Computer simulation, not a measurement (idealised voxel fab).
The following is a process module called voxel self aligned contacts.
Xsec cut, 170 nm wide, square cell size 5 nm.
A cross-section is written here as square cells arranged in a grid, and it is given in bands from the top down, each band taking up one or more rows of cells.
Top, bottom (nm), then materials left to right with widths (nm); lone material tagged "all across" fills the whole band edge to edge; "blank" = empty space.
Convention: height 0 is the level below which the wafer, as received, is all one material. The lowest band does not terminate at the bottom but continues downward, represented as "0 down".
Read "30->40" as a graded width: first number on top, second number at the bottom, same change between each pair of neighbouring rows.
Step marked "same as before"? Then no cell in the cross-section changed in it.
Under "Fully sealed voids" you'll find the enclosed gaps, the ones with no way out to the top, that are 8 cells or bigger; each reads width x height at distance, with distance counted from the left edge, everything in nm.
Past the settings on a step's line: simulator remark, on that step.
overlay nm: where the mask lay relative to plan, measured to the right, on steps with a mask; negatives go left.

# So here's the lineup of process steps we planned
1. op RECEIVE | material Si
2. op CONFORMAL_DEP | material SiO2 | thk nm 5
3. op DIRECTIONAL_DEP | material polySi | thk nm 30
4. op DIRECTIONAL_DEP | material SiN | thk nm 25
5. op MASKED_ETCH | tone cover | mask id GATE | width nm 30 | pitch nm 70 | etch materials SiN | depth nm 25 | overlay nm 0
6. op MASKED_ETCH | tone cover | mask id GATE | width nm 30 | pitch nm 70 | etch materials polySi | depth nm 30 | overlay nm 0
7. op CONFORMAL_DEP | material SiN | thk nm 10
8. op DIRECTIONAL_ETCH | etch materials SiN | depth nm 10
9. op FILL_DEP | material SiO2 | thk nm 10
10. op CMP | height nm 65
11. op DIRECTIONAL_DEP | material aC | thk nm 15
12. op PATTERN | tone open | mask id CONTACT | material resist | width nm 50 | thk nm 35 | overlay nm 0
13. op DIRECTIONAL_ETCH | etch materials aC | depth nm 15
14. op STRIP | etch materials resist
15. op DIRECTIONAL_ETCH | etch materials SiO2 | depth nm 65
16. op STRIP | etch materials aC
17. op CONFORMAL_DEP | material TiN | thk nm 5
18. op FILL_DEP | material W | thk nm 5
19. op CMP | height nm 65
20. op CONFORMAL_DEP | material SiN | thk nm 5

# Cross-section of the wafer as it came to us, i.e., already through step 1
  0 down  Si all across
  Fully sealed voids: none

# first wafer at the end, as planned
  70 to 65  SiN all across
  65 to 60  SiO2 60 | TiN 20 | W 10 | TiN 20 | SiO2 60
  60 to 35  SiO2 25 | SiN 50 | TiN 5 | W 10 | TiN 5 | SiN 50 | SiO2 25
  35 to 5  SiO2 25 | SiN 10 | polySi 30 | SiN 10 | TiN 5 | W 10 | TiN 5 | SiN 10 | polySi 30 | SiN 10 | SiO2 25
  5 to 0  SiO2 75 | TiN 20 | SiO2 75
  0 down  Si all across
  Fully sealed voids: none

# Second wafer through the module, sectioned at the end: same beginning and same plan as the first wafer, with one mistake in carrying it out
  70 to 65  SiN all across
  65 to 60  SiO2 60 | TiN 20 | W 10 | TiN 20 | SiO2 60
  60 to 40  SiO2 25 | SiN 50 | TiN 5 | W 10 | TiN 5 | SiN 50 | SiO2 25
  40 to 35  SiO2 25 | SiN 50 | TiN 20 | SiN 50 | SiO2 25
  35 to 5  SiO2 15 | SiN 10 | polySi 40 | SiN 10 | TiN 10 | SiN 10 | polySi 40 | SiN 10 | SiO2 25
  5 to 0  SiO2 75 | TiN 10 | SiO2 85
  0 down  Si all across
  Fully sealed voids: none
Error vs. plan: off-plan run, step 6, actual operation and settings op MASKED_ETCH | tone cover | mask id GATE | width nm 30 | pitch nm 70 | etch materials polySi | depth nm 30 | overlay nm -10
Count the cells at the end and the second wafer has more or fewer of some materials than the first: 10 fewer of SiO2 | 14 fewer of W | 24 more of polySi
